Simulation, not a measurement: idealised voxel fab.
Module name: voxel ribs on slabs (process module)
It is cross-section cut that appears here, measuring 300 nm in width, its square cells being 5 nm in size.
Cross-sections here: square-cell grids, written as top-down lists of bands, a band being one or more rows of cells.
The band entry comprises the height of the band's top followed by the height of its bottom, expressed in nm, and subsequently the band's materials from left to right, each stated together with its width in nm. Where a single material is marked with the word "edge to edge", that material fills the band from edge to edge. The word "blank" represents empty space.
It should be noted that heights are counted from 0, beneath which the wafer as supplied is of one material throughout, and that the lowest band possesses no lower boundary but continues downward, as written in "0..down".
Width: "30..40" (first number = top row, second number = bottom row, same change from row to row of cells).
Any step labelled "left unchanged" changed none of the cells in the cross-section.
Reported under the label "Sealed void inventory" are the empty spaces having no open way to the top and comprising 8 cells or more; the notation for each is width x height at distance, in which the distance is measured from the left edge and all three values are in nm.
The remark found on a step's line after its settings is issued by the simulator itself and pertains to that step.
Among the settings permitted on a step's line is "overlay nm"; applied to a step with a mask, it specifies the extent to which the mask lay to the right of its planned position, whereas a negative figure signifies a position to the left.
These are the steps we planned for the process
1 RECEIVE | material Si
2 DIRECTIONAL_DEP | material SiO2 | thk nm 25
3 DIRECTIONAL_DEP | material polySi | thk nm 20
4 PATTERN | tone cover | mask id RIB | material resist | width nm 30 | thk nm 15 | overlay nm 0
5 DIRECTIONAL_ETCH | etch materials polySi | depth nm 15
6 STRIP | etch materials resist
7 PATTERN | tone cover | mask id SLAB | material resist | width nm 90 | thk nm 20 | overlay nm 0
8 DIRECTIONAL_ETCH | etch materials polySi | depth nm 5
9 STRIP | etch materials resist
10 FILL_DEP | material SiO2 | thk nm 20
11 CMP | height nm 60
12 DIRECTIONAL_DEP | material W | thk nm 5
13 PATTERN | tone cover | mask id HEATER | material resist | width nm 40 | thk nm 20 | overlay nm 0
14 DIRECTIONAL_ETCH | etch materials W | depth nm 5
15 STRIP | etch materials resist
16 CONFORMAL_DEP | material SiN | thk nm 5
Every wafer here starts from the same state; it is the step 12 thk nm that distinguishes them, and the value the plan gives belongs to the first wafer.
Cross-section of the first of several wafers on receipt, reflecting completion of step 1
> 0..down: Si edge to edge
> Sealed void inventory: none
Cross-section, first of several wafers, end of module, after last step 16
> 70..65: blank 125, SiN 50, blank 125
> 65..60: SiN 130, W 40, SiN 130
> 60..45: SiO2 edge to edge
> 45..30: SiO2 135, polySi 30, SiO2 135
> 30..25: SiO2 105, polySi 90, SiO2 105
> 25..0: SiO2 edge to edge
> 0..down: Si edge to edge
> Sealed void inventory: none
Last wafer, end of module, cross-section
> 85..80: blank 125, SiN 50, blank 125
> 80..75: SiN 130, W 40, SiN 130
> 75..60: W edge to edge
> 60..45: SiO2 edge to edge
> 45..30: SiO2 135, polySi 30, SiO2 135
> 30..25: SiO2 105, polySi 90, SiO2 105
> 25..0: SiO2 edge to edge
> 0..down: Si edge to edge
> Sealed void inventory: none
Gained (+) or lost (-) cells of each material since receipt, then closed voids: one row per wafer, at the end of the module
thk nm 5; +62 SiN; +684 SiO2; +8 W; +36 polySi; Sealed void inventory: none
thk nm 10; +62 SiN; +684 SiO2; +68 W; +36 polySi; Sealed void inventory: none
thk nm 15; +62 SiN; +684 SiO2; +128 W; +36 polySi; Sealed void inventory: none
thk nm 20; +62 SiN; +684 SiO2; +188 W; +36 polySi; Sealed void inventory: none
